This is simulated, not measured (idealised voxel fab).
process module | voxel capacitor over wiring
cross-section cut | 275 nm wide | cells 5 nm
A cross-section is a grid of square cells, given in bands from the top down. A band is one or more rows of cells.
Each band's line starts with the height of the band's top and of its bottom, in nm. Then come its materials from left to right, each with its width in nm. One material with "throughout" fills the band from edge to edge. "air" is empty space.
Height 0 is the level under which the wafer as received is all one material. The lowest band goes on downwards, as in "0 down".
A width such as "30 to 40" changes by the same amount from each row of cells to the next, from the band's top row to its bottom row.
"no change" after a step means that no cell of the cross-section changed.
closed voids: empty space of 8 cells or more with no open way to the top, each as width x height at its distance from the left edge, in nm
after a step's settings: what the simulator itself notes on the step
overlay nm, on a step with a mask: how far to the right of its planned place the mask lay; to the left if negative
plan
1 op RECEIVE | material Si
2 op CONFORMAL_DEP | material SiO2 | thk nm 10
3 op CONFORMAL_DEP | material SiCN | thk nm 5
4 op DIRECTIONAL_DEP | material lowk | thk nm 20
5 op MASKED_ETCH | tone open | mask id METAL_1 | width nm 30 | pitch nm 90 | etch materials lowk | depth nm 20 | overlay nm 0
6 op MASKED_ETCH | tone open | mask id METAL_1 | width nm 30 | pitch nm 90 | etch materials SiCN | depth nm 5 | overlay nm 0
7 op CONFORMAL_DEP | material TiN | thk nm 5
8 op FILL_DEP | material Cu | thk nm 5
9 op CMP | height nm 35
10 op CONFORMAL_DEP | material SiCN | thk nm 5
11 op DIRECTIONAL_DEP | material SiO2 | thk nm 15
12 op PATTERN | tone open | mask id PLUG_1 | material resist | width nm 15 | thk nm 20 | overlay nm 0
13 op DIRECTIONAL_ETCH | etch materials SiO2 | depth nm 15
14 op DIRECTIONAL_ETCH | etch materials SiCN | depth nm 5
15 op STRIP | etch materials resist
16 op CONFORMAL_DEP | material TiN | thk nm 5
17 op FILL_DEP | material Ru | thk nm 10
18 op CMP | height nm 55
19 op DIRECTIONAL_DEP | material TiN | thk nm 5
20 op DIRECTIONAL_DEP | material SiN | thk nm 5
21 op DIRECTIONAL_DEP | material TiN | thk nm 5
22 op MASKED_ETCH | tone cover | mask id UPPER_PLATE | width nm 65 | etch materials TiN | depth nm 5 | overlay nm 0
23 op MASKED_ETCH | tone cover | mask id UPPER_PLATE | width nm 65 | etch materials SiN | depth nm 5 | overlay nm 0
24 op PATTERN | tone cover | mask id LOWER_PLATE | material resist | width nm 75 | thk nm 15 | overlay nm 0
25 op DIRECTIONAL_ETCH | etch materials TiN | depth nm 5
26 op STRIP | etch materials resist
27 op FILL_DEP | material SiO2 | thk nm 20
28 op CMP | height nm 85
29 op MASKED_ETCH | tone open | mask id PLUG_2 | width nm 15 | etch materials SiO2 | depth nm 15 | overlay nm 0
30 op CONFORMAL_DEP | material TiN | thk nm 5
31 op FILL_DEP | material Ru | thk nm 5
32 op CMP | height nm 85
33 op CONFORMAL_DEP | material SiN | thk nm 5
as received, after step 1
  0 down: Si throughout
  closed voids: none
a wafer at the end: this start, this plan, one mistake
  90 to 85: SiN throughout
  85 to 75: SiO2 100 | TiN 5 | Ru 5 | TiN 5 | SiO2 160
  75 to 70: SiO2 100 | TiN 15 | SiO2 160
  70 to 65: SiO2 85 | TiN 5 | SiO2 65 | TiN 5 | SiO2 115
  65 to 60: SiN throughout
  60 to 55: TiN throughout
  55 to 40: SiO2 90 | TiN 5 | Ru 5 | TiN 5 | SiO2 170
  40 to 35: SiCN 90 | TiN 15 | SiCN 170
  35 to 15: lowk 75 | TiN 5 | Cu 20 | TiN 5 | lowk 60 | TiN 5 | Cu 20 | TiN 5 | lowk 80
  15 to 10: SiCN 75 | TiN 30 | SiCN 60 | TiN 30 | SiCN 80
  10 to 0: SiO2 throughout
  0 down: Si throughout
  closed voids: none
what went wrong: step 22 ran as: op MASKED_ETCH | tone open | mask id UPPER_PLATE | width nm 65 | etch materials TiN | depth nm 5 | overlay nm 0
